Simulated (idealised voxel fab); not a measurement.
Title: Process Module voxel double patterning
For reference, the cross-section in this document is cut, with width 180 nm and square cells of 5 nm.
Reading order for cross-sections: top band down to bottom band. Underlying form: a grid of square cells. Band size: one or more rows of cells. The entry gives the band's vertical extent as a top height and a bottom height in nm, then its horizontal make-up as materials from left to right, each with a width in nm. "empty" stands for empty space; a single material marked "edge to edge" fills the band edge to edge. It should be noted that heights are counted from 0, beneath which the wafer as supplied is of one material throughout, and that the lowest band possesses no lower boundary but continues downward, as written in "z 0 and below". When a width is written as two numbers, as in "30->40", the first number is the width in the top row of cells of the band and the second is the width in its bottom row, and the width changes by the same amount from each row to the next. Take "nothing was modified" at face value: in the step it is given for, the cross-section changed in none of its cells. Entry "Cavities, closed" = empty spaces >= 8 cells with no open way to the top; each as width x height at distance, distance from left edge, all nm. Where a step's line continues beyond its settings, the continuation is a remark by the simulator itself on that step. The optional step-line setting "overlay nm" applies to steps with a mask and quantifies how far to the right of its planned location the mask lay, a negative value indicating leftward placement.
### The process steps that were planned are listed below
- 1: op RECEIVE | material Si
- 2: op CONFORMAL_DEP | material SiO2 | thk nm 10
- 3: op DIRECTIONAL_DEP | material W | thk nm 20
- 4: op DIRECTIONAL_DEP | material SiN | thk nm 5
- 5: op PATTERN | tone open | mask id FIRST | material resist | width nm 15 | pitch nm 50 | thk nm 15 | overlay nm 0
- 6: op DIRECTIONAL_ETCH | etch materials SiN | depth nm 5
- 7: op STRIP | etch materials resist
- 8: op DIRECTIONAL_DEP | material aC | thk nm 15
- 9: op PATTERN | tone open | mask id SECOND | material resist | width nm 15 | pitch nm 50 | thk nm 30 | overlay nm 0
- 10: op DIRECTIONAL_ETCH | etch materials aC | depth nm 15
- 11: op STRIP | etch materials resist
- 12: op DIRECTIONAL_ETCH | etch materials SiN | depth nm 5
- 13: op STRIP | etch materials aC
- 14: op DIRECTIONAL_ETCH | etch materials W | depth nm 20
- 15: op STRIP | etch materials SiN
### as received, after step 1
z 0 and below: Si edge to edge
Cavities, closed: none
### Cross-sectional image of the first of two wafers at the end of the module, the run having proceeded as planned
z 30 to 10: 30 W; 15 empty; 10 W; 15 empty; 10 W; 15 empty; 10 W; 15 empty; 10 W; 15 empty; 35 W
z 10 to 0: SiO2 edge to edge
z 0 and below: Si edge to edge
Cavities, closed: none
### Cross-section of the latter of the two wafers at module completion. It had an identical start and an identical plan to the former; in running it, one mistake was made
z 30 to 10: 40 W; 30 empty; 20 W; 30 empty; 20 W; 15 empty; 25 W
z 10 to 0: SiO2 edge to edge
z 0 and below: Si edge to edge
Cavities, closed: none
Nonconformance to the process plan: so step 5 ended up running with a different setting than we planned, it ran as op PATTERN | tone open | mask id FIRST | material resist | width nm 15 | pitch nm 50 | thk nm 15 | overlay nm 10
If you tally the cells, the second wafer ends up with the same amount of every material as the first; it's all just sitting in different places.
